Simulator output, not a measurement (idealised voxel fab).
Process module, titled voxel fin reveal
Pictured: cross-section cut, 200 nm wide, on a grid of 5 nm square cells.
Cross-sections here: square-cell grids, written as top-down lists of bands, a band being one or more rows of cells. Per band: top height and bottom height in nm, followed by the left-to-right materials and their widths in nm; "full width" marks a single material spanning edge to edge, "blank" marks empty space. Where do heights start? At 0: under that level the wafer as delivered is made of one material only. And the lowest band has no floor; it just carries on downward, as in "0 nm and below". Note: "30 to 40" means the width goes from the first number (top row of the band) to the second number (bottom row) in equal steps per row of cells. It should be understood that the words "nothing different", when stated for a given step, signify that the cross-section underwent no change in any of its cells during that step. "Closed cavities": sealed empty spaces, 8 cells or more, no open way to top, listed width x height at distance, with distance from the left edge and width, height and distance in nm. after a step's settings: what the simulator itself notes on the step. overlay nm, on a step with a mask: how far to the right of its planned place the mask lay; to the left if negative.
### List of planned process steps
| 1 | RECEIVE, material Si |
| 2 | CONFORMAL_DEP, material SiN, thk nm 10 |
| 3 | MASKED_ETCH, tone cover, mask id FINS, width nm 15, pitch nm 35, etch materials SiN, depth nm 10, overlay nm 0 |
| 4 | MASKED_ETCH, tone cover, mask id FINS, width nm 15, pitch nm 35, etch materials Si, depth nm 35, overlay nm 0 |
| 5 | OXIDIZE, depth nm 5 |
| 6 | FILL_DEP, material SiO2, thk nm 10 |
| 7 | CMP, height nm 10 |
| 8 | SELECTIVE_ETCH, etch materials SiO2, depth nm 35 |
| 9 | STRIP, etch materials SiN |
| 10 | CONFORMAL_DEP, material HfO2, thk nm 5 |
### Cross-section, incoming material, after step 1
0 nm and below = Si full width
Closed cavities: none
### The plan above was carried out on the starting structure above with one mistake, and this cross-section shows the wafer at the end of the module
5 nm to 0 nm = blank 35, then HfO2 15, then blank 20, then HfO2 15, then blank 20, then HfO2 15, then blank 20, then HfO2 15, then blank 45
0 nm to -5 nm = blank 35, then HfO2 5, then Si 5, then HfO2 10, then blank 15, then HfO2 5, then Si 5, then HfO2 10, then blank 15, then HfO2 5, then Si 5, then HfO2 10, then blank 15, then HfO2 5, then Si 5, then HfO2 10, then blank 40
-5 nm to -20 nm = blank 35, then HfO2 5, then Si 10, then HfO2 5, then blank 15, then HfO2 5, then Si 10, then HfO2 5, then blank 15, then HfO2 5, then Si 10, then HfO2 5, then blank 15, then HfO2 5, then Si 10, then HfO2 5, then blank 40
-20 nm to -25 nm = HfO2 40, then Si 10, then HfO2 25, then Si 10, then HfO2 25, then Si 10, then HfO2 25, then Si 10, then HfO2 45
-25 nm to -40 nm = SiO2 40, then Si 10, then SiO2 25, then Si 10, then SiO2 25, then Si 10, then SiO2 25, then Si 10, then SiO2 45
-40 nm and below = Si full width
Closed cavities: none
Error vs. plan: not per plan at step 3, really ran MASKED_ETCH, tone cover, mask id FINS, width nm 15, pitch nm 35, etch materials SiN, depth nm 10, overlay nm -5
